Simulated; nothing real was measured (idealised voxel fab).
Title: Process Module voxel tone inversion
For reference, the cross-section in this document is cut, with width 205 nm and square cells of 5 nm.
Think of the cross-section as a grid of square cells. We describe it in bands, top to bottom, and each band covers one or more rows of those cells. Within each band entry, the heights of the top and of the bottom of the band appear first, in that order and in nm; the materials of the band then follow from left to right, each with its corresponding width in nm. The designation "throughout" on a single material indicates that it fills the band from edge to edge; the designation "blank" indicates empty space. For the purposes of this specification, 0 denotes the height below which the wafer in its as-received condition is composed wholly of one material, and the lowermost band, lacking a lower limit, extends downward without end, as expressed in "top 0, no bottom". You'd read "30->40" like this: the band's top row of cells is as wide as the first number, its bottom row is as wide as the second, and going down, every row changes width by the same amount as the row before did. Any step labelled "stayed the same" changed none of the cells in the cross-section. What "Enclosed cavities" gives you is every empty space of 8 cells or more that is cut off from the top. Each appears as width x height at distance, with the distance taken from the left edge and width, height and distance all in nm. Note: text after step settings on the step line = simulator remark on that step. If you see "overlay nm" on a step's line and that step has a mask, it's telling you how far right of where it was planned the mask ended up; a negative number means it went left instead.

The planned process steps are enumerated hereunder:
| 1 | RECEIVE [material Si] |
| 2 | CONFORMAL_DEP [material SiN] [thk nm 10] |
| 3 | DIRECTIONAL_DEP [material polySi] [thk nm 15] |
| 4 | PATTERN [tone cover] [mask id POSTS] [material resist] [width nm 20] [pitch nm 35] [thk nm 20] [overlay nm 0] |
| 5 | DIRECTIONAL_ETCH [etch materials polySi] [depth nm 15] |
| 6 | STRIP [etch materials resist] |
| 7 | FILL_DEP [material SiO2] [thk nm 5] |
| 8 | CMP [height nm 25] |
| 9 | STRIP [etch materials polySi] |
| 10 | CONFORMAL_DEP [material TiN] [thk nm 5] |
| 11 | FILL_DEP [material W] [thk nm 10] |
| 12 | CMP [height nm 25] |
| 13 | CONFORMAL_DEP [material SiCN] [thk nm 5] |

Concerning the first of two wafers, which was run in accordance with the plan:

So this is the incoming wafer in cross-section - it's already been through step 1:
top 0, no bottom | Si throughout
Enclosed cavities: none

Sectional view: wafer, after step 2:
top 10, bottom 0 | SiN throughout
Anything lower than 0 is untouched.

Sectional view: wafer, after step 3:
top 25, bottom 10 | polySi throughout
Anything lower than 10 is untouched.

Sectional view: wafer, after step 4:
top 45, bottom 25 | blank=40, then resist=20, then blank=15, then resist=20, then blank=15, then resist=20, then blank=15, then resist=20, then blank=40
Anything lower than 25 is untouched.

Sectional view: wafer, after step 5:
top 45, bottom 25 | blank=40, then resist=20, then blank=15, then resist=20, then blank=15, then resist=20, then blank=15, then resist=20, then blank=40
top 25, bottom 10 | blank=40, then polySi=20, then blank=15, then polySi=20, then blank=15, then polySi=20, then blank=15, then polySi=20, then blank=40
Anything lower than 10 is untouched.

Sectional view: wafer, after step 6:
top 25, bottom 10 | blank=40, then polySi=20, then blank=15, then polySi=20, then blank=15, then polySi=20, then blank=15, then polySi=20, then blank=40
Anything lower than 10 is untouched.

Sectional view: wafer, after step 7:
top 30, bottom 25 | SiO2 throughout
top 25, bottom 10 | SiO2=40, then polySi=20, then SiO2=15, then polySi=20, then SiO2=15, then polySi=20, then SiO2=15, then polySi=20, then SiO2=40
Anything lower than 10 is untouched.

Sectional view: wafer, after step 8:
top 25, bottom 10 | SiO2=40, then polySi=20, then SiO2=15, then polySi=20, then SiO2=15, then polySi=20, then SiO2=15, then polySi=20, then SiO2=40
Anything lower than 10 is untouched.

Sectional view: wafer, after step 9:
top 25, bottom 10 | SiO2=40, then blank=20, then SiO2=15, then blank=20, then SiO2=15, then blank=20, then SiO2=15, then blank=20, then SiO2=40
Anything lower than 10 is untouched.

Sectional view: wafer, after step 10:
top 30, bottom 25 | TiN=45, then blank=10, then TiN=25, then blank=10, then TiN=25, then blank=10, then TiN=25, then blank=10, then TiN=45
top 25, bottom 15 | SiO2=40, then TiN=5, then blank=10, then TiN=5, then SiO2=15, then TiN=5, then blank=10, then TiN=5, then SiO2=15, then TiN=5, then blank=10, then TiN=5, then SiO2=15, then TiN=5, then blank=10, then TiN=5, then SiO2=40
top 15, bottom 10 | SiO2=40, then TiN=20, then SiO2=15, then TiN=20, then SiO2=15, then TiN=20, then SiO2=15, then TiN=20, then SiO2=40
Anything lower than 10 is untouched.

Sectional view: wafer, after step 11:
top 40, bottom 30 | W throughout
top 30, bottom 25 | TiN=45, then W=10, then TiN=25, then W=10, then TiN=25, then W=10, then TiN=25, then W=10, then TiN=45
top 25, bottom 15 | SiO2=40, then TiN=5, then W=10, then TiN=5, then SiO2=15, then TiN=5, then W=10, then TiN=5, then SiO2=15, then TiN=5, then W=10, then TiN=5, then SiO2=15, then TiN=5, then W=10, then TiN=5, then SiO2=40
Anything lower than 15 is untouched.

Sectional view: wafer, after step 12:
top 25, bottom 15 | SiO2=40, then TiN=5, then W=10, then TiN=5, then SiO2=15, then TiN=5, then W=10, then TiN=5, then SiO2=15, then TiN=5, then W=10, then TiN=5, then SiO2=15, then TiN=5, then W=10, then TiN=5, then SiO2=40
Anything lower than 15 is untouched.

Sectional view: wafer, after step 13:
top 30, bottom 25 | SiCN throughout
Anything lower than 25 is untouched.

Second wafer, same starting conditions and recipe as the first, one mistake in executing it, nothing differs from the first up to and including step 11:

Second wafer at the planned finish of step 12, seen in cross-section:
top 15, bottom 10 | SiO2=40, then TiN=20, then SiO2=15, then TiN=20, then SiO2=15, then TiN=20, then SiO2=15, then TiN=20, then SiO2=40
Anything lower than 10 is untouched.

Second wafer at the planned finish of step 13, seen in cross-section:
top 20, bottom 15 | SiCN throughout
Anything lower than 15 is untouched.
Nonconformance to the process plan: step 12 ran as: CMP [height nm 15]
Final cells, second wafer relative to first, materials higher or lower: SiO2: 50 fewer; TiN: 16 fewer; W: 16 fewer
